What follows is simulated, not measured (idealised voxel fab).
The following is a process module called voxel lift off.
Each square cell in cross-section cut measures 5 nm, and the section as a whole is 165 nm wide.
Cross-section layout: square cells on a grid; listed as bands, top to bottom; a band spans one or more cell rows. Heights first: top, then bottom, in nm. Then materials, left to right, each with a width in nm. "all across" on a single material: fills the band edge to edge. "air": empty space. Ref level 0: as-received wafer is one material below here. Bottom band extends down with no lower bound ("0 -> down"). The two numbers in a width such as "30->40" mark its ends across the band: the first belongs to the top row of cells, the second to the bottom row, and from each row to the next the width moves by the same amount. "nothing was modified" for a step: no cell of the cross-section changed in that step. Entry "Unvented internal voids" = empty spaces >= 8 cells with no open way to the top; each as width x height at distance, distance from left edge, all nm. It should be noted that, on the line of a given step, the content following the step's settings is a remark produced by the simulator itself with respect to that step. "overlay nm", when on a step's line for a step with a mask, measures how far to the right of its planned place the mask lay; a negative measure means to the left.
### Set out below are the planned steps of the process
- 1: RECEIVE [material Si]
- 2: CONFORMAL_DEP [material SiO2] [thk nm 10]
- 3: PATTERN [tone open] [mask id LINES] [material resist] [width nm 15] [pitch nm 30] [thk nm 25] [overlay nm 0]
- 4: DIRECTIONAL_DEP [material Ru] [thk nm 15]
- 5: STRIP [etch materials resist]
- 6: CONFORMAL_DEP [material SiO2] [thk nm 5]
### On the first of the two wafers: run conducted according to plan
### Incoming wafer, cross-sectional view, post step 1
0 -> down | Si all across
Unvented internal voids: none
### Upon completion of step 2, the wafer appears in cross-section as shown
10 -> 0 | SiO2 all across
Note: structure below 0 unchanged.
### Upon completion of step 3, the wafer appears in cross-section as shown
35 -> 10 | resist=30; air=15; resist=15; air=15; resist=15; air=15; resist=15; air=15; resist=30
Note: structure below 10 unchanged.
### Upon completion of step 4, the wafer appears in cross-section as shown
50 -> 35 | Ru=30; air=15; Ru=15; air=15; Ru=15; air=15; Ru=15; air=15; Ru=30
35 -> 25 | resist=30; air=15; resist=15; air=15; resist=15; air=15; resist=15; air=15; resist=30
25 -> 10 | resist=30; Ru=15; resist=15; Ru=15; resist=15; Ru=15; resist=15; Ru=15; resist=30
Note: structure below 10 unchanged.
### Upon completion of step 5, the wafer appears in cross-section as shown
25 -> 10 | air=30; Ru=15; air=15; Ru=15; air=15; Ru=15; air=15; Ru=15; air=30
Note: structure below 10 unchanged.
### Upon completion of step 6, the wafer appears in cross-section as shown
30 -> 25 | air=25; SiO2=25; air=5; SiO2=25; air=5; SiO2=25; air=5; SiO2=25; air=25
25 -> 15 | air=25; SiO2=5; Ru=15; SiO2=5; air=5; SiO2=5; Ru=15; SiO2=5; air=5; SiO2=5; Ru=15; SiO2=5; air=5; SiO2=5; Ru=15; SiO2=5; air=25
15 -> 10 | SiO2=30; Ru=15; SiO2=15; Ru=15; SiO2=15; Ru=15; SiO2=15; Ru=15; SiO2=30
Note: structure below 10 unchanged.
### Okay, second wafer. Nothing different at the start, nothing different in the plan, just one mistake somewhere in the running. As far as step 5, counting that step, it's the first wafer all over again
### At the planned end of step 6, the second wafer in cross-section
30 -> 15 | air=25; Ru=25; air=5; Ru=25; air=5; Ru=25; air=5; Ru=25; air=25
15 -> 10 | Ru all across
Note: structure below 10 unchanged.
What broke from the plan during processing? not per plan at step 6, really ran CONFORMAL_DEP [material Ru] [thk nm 5]
The closing comparison, in cells, has the second wafer with more or fewer of some materials than the first: Ru: 57 more; SiO2: 57 fewer
